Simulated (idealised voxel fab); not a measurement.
Process module, titled voxel wiring stack
It is cross-section cut that appears here, measuring 300 nm in width, its square cells being 5 nm in size.
Bands, listed from the top down, are how a cross-section gets written in this document; the cross-section itself is a grid of square cells, and a band is one or more rows of them.
Top, bottom (nm), then materials left to right with widths (nm); lone material tagged "everywhere" fills the whole band edge to edge; "empty" = empty space.
Height 0 is the level under which the wafer as received is all one material. The lowest band goes on downwards, as in "top 0, no bottom".
A width given as "30..40" starts at the first number in the band's top row and ends at the second number in its bottom row, shifting by an equal amount at every step from row to row.
The designation "remains unaltered", where it is given for a processing step, indicates that no cell of the cross-section was altered in the course of that step.
"Encapsulated voids" means: voids of 8 cells or more that are shut off from the top with no open way through. Written width x height at distance, distance from the left edge, in nm.
The remark found on a step's line after its settings is issued by the simulator itself and pertains to that step.
"overlay nm" answers the question of how far to the right of plan the mask lay on a step that has a mask, and when it is negative the answer is to the left.
Steps in the process plan
1,RECEIVE: material Si
2,CONFORMAL_DEP: material SiO2, thk nm 15
3,DIRECTIONAL_DEP: material TiN, thk nm 5
4,DIRECTIONAL_DEP: material W, thk nm 25
5,DIRECTIONAL_DEP: material aC, thk nm 15
6,PATTERN: tone cover, mask id METAL_1, material resist, width nm 30, pitch nm 50, thk nm 35, overlay nm 0
7,DIRECTIONAL_ETCH: etch materials aC, depth nm 15
8,STRIP: etch materials resist
9,DIRECTIONAL_ETCH: etch materials W, depth nm 25
10,DIRECTIONAL_ETCH: etch materials TiN, depth nm 5
11,STRIP: etch materials aC
12,CONFORMAL_DEP: material SiCN, thk nm 5
13,FILL_DEP: material lowk, thk nm 10
14,CMP: height nm 45
15,CONFORMAL_DEP: material SiCN, thk nm 5
16,DIRECTIONAL_DEP: material SiO2, thk nm 15
17,DIRECTIONAL_DEP: material aC, thk nm 10
18,PATTERN: tone open, mask id PLUG_1, material resist, width nm 15, pitch nm 50, thk nm 30, overlay nm 0
19,DIRECTIONAL_ETCH: etch materials aC, depth nm 10
20,STRIP: etch materials resist
21,DIRECTIONAL_ETCH: etch materials SiO2, depth nm 15
22,DIRECTIONAL_ETCH: etch materials SiCN, depth nm 5
23,STRIP: etch materials aC
24,EPI: material Ru, thk nm 10
25,EPI: material Ru, thk nm 10
26,DIRECTIONAL_DEP: material TiN, thk nm 5
27,DIRECTIONAL_DEP: material Ru, thk nm 15
28,PATTERN: tone cover, mask id METAL_2, material resist, width nm 30, pitch nm 50, thk nm 15, overlay nm 0
29,DIRECTIONAL_ETCH: etch materials Ru, depth nm 15
30,DIRECTIONAL_ETCH: etch materials TiN, depth nm 5
31,STRIP: etch materials resist
32,CONFORMAL_DEP: material SiN, thk nm 5
33,FILL_DEP: material lowk, thk nm 10
34,CMP: height nm 85
35,CONFORMAL_DEP: material SiN, thk nm 5
So this is the incoming wafer in cross-section - it's already been through step 1
    top 0, no bottom = Si everywhere
    Encapsulated voids: none
End-of-module cross-section. Starting structure and process plan as above; one mistake made in running it
    top 90, bottom 85 = TiN everywhere
    top 85, bottom 70 = 80 nm lowk  5 nm SiN  30 nm Ru  5 nm SiN  10 nm lowk  5 nm SiN  30 nm Ru  5 nm SiN  10 nm lowk  5 nm SiN  30 nm Ru  5 nm SiN  80 nm lowk
    top 70, bottom 65 = 85 nm SiN  30 nm TiN  20 nm SiN  30 nm TiN  20 nm SiN  30 nm TiN  85 nm SiN
    top 65, bottom 50 = 85 nm SiO2  15 nm Ru  35 nm SiO2  15 nm Ru  35 nm SiO2  15 nm Ru  100 nm SiO2
    top 50, bottom 45 = 85 nm SiCN  15 nm Ru  35 nm SiCN  15 nm Ru  35 nm SiCN  15 nm Ru  100 nm SiCN
    top 45, bottom 20 = 80 nm lowk  5 nm SiCN  30 nm W  5 nm SiCN  10 nm lowk  5 nm SiCN  30 nm W  5 nm SiCN  10 nm lowk  5 nm SiCN  30 nm W  5 nm SiCN  80 nm lowk
    top 20, bottom 15 = 85 nm SiCN  30 nm TiN  20 nm SiCN  30 nm TiN  20 nm SiCN  30 nm TiN  85 nm SiCN
    top 15, bottom 0 = SiO2 everywhere
    top 0, no bottom = Si everywhere
    Encapsulated voids: none
what went wrong: step 35 went in with a setting other than planned; the actual run was CONFORMAL_DEP: material TiN, thk nm 5
